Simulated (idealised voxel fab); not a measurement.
You're looking at the process module voxel ribs on slabs.
Shown is cross-section cut, with a width of 275 nm and square cells of size 5 nm.
We lay out every cross-section as a grid of square cells and spell it out in bands from the top down, where one band means one or more rows of cells. Band: top height; bottom height; in nm. Then, left to right: material with width in nm, for each material. "everywhere": a single material spanning edge to edge. "blank": empty space. Heights are expressed relative to 0, this being the level below which the as-received wafer comprises one material exclusively. The lowest band is unbounded in the downward direction and is denoted as in "0 down". So if you see something like "30 to 40" for the width, read it as the top row of the band sitting at the first number and the bottom row at the second, with every row in between moving by the same amount as the last. "stayed the same" for a step: no cell of the cross-section changed in that step. "Voids, enclosed": empty spaces of 8 cells or more with no open way to the top, each given as width x height at distance, distance from the left edge, all in nm. Step line, after settings: the simulator's comment on this step. The line of a step may include "overlay nm". On a step with a mask, this value is how far to the right of its planned place the mask lay. A negative value means the mask lay to the left.
Process steps foreseen in the plan
1) RECEIVE (material Si)
2) DIRECTIONAL_DEP (material SiO2; thk nm 25)
3) DIRECTIONAL_DEP (material SiN; thk nm 15)
4) MASKED_ETCH (tone cover; mask id RIB; width nm 25; etch materials SiN; depth nm 5; overlay nm 0)
5) DIRECTIONAL_DEP (material aC; thk nm 15)
6) PATTERN (tone cover; mask id SLAB; material resist; width nm 55; thk nm 35; overlay nm 0)
7) DIRECTIONAL_ETCH (etch materials aC; depth nm 15)
8) STRIP (etch materials resist)
9) DIRECTIONAL_ETCH (etch materials SiN; depth nm 10)
10) STRIP (etch materials aC)
11) FILL_DEP (material SiO2; thk nm 15)
12) CMP (height nm 50)
13) DIRECTIONAL_DEP (material W; thk nm 10)
14) PATTERN (tone cover; mask id HEATER; material resist; width nm 35; thk nm 20; overlay nm 0)
15) DIRECTIONAL_ETCH (etch materials W; depth nm 10)
16) STRIP (etch materials resist)
17) CONFORMAL_DEP (material SiN; thk nm 10)
The cross-section here shows the wafer as received, i.e. in its state after step 1
- 0 down: Si everywhere
- Voids, enclosed: none
Cross-sectional view of the first of the two wafers upon completion of the module, processed in accordance with the plan
- 70 to 60: blank 110  SiN 55  blank 110
- 60 to 50: SiN 120  W 35  SiN 120
- 50 to 40: SiO2 everywhere
- 40 to 35: SiO2 125  SiN 25  SiO2 125
- 35 to 25: SiO2 110  SiN 55  SiO2 110
- 25 to 0: SiO2 everywhere
- 0 down: Si everywhere
- Voids, enclosed: none
End of module, second wafer, cross-section. Started like the first, planned like the first, run with one mistake
- 70 to 60: blank 110  SiN 55  blank 110
- 60 to 50: SiN 120  W 35  SiN 120
- 50 to 15: SiO2 everywhere
- 15 to 0: SiN everywhere
- 0 down: Si everywhere
- Voids, enclosed: none
Want to know what went wrong? ran 2 and 3 in swapped order versus the plan
Final wafer comparison in cells, second versus first, more or fewer per material: +138 SiN | -138 SiO2
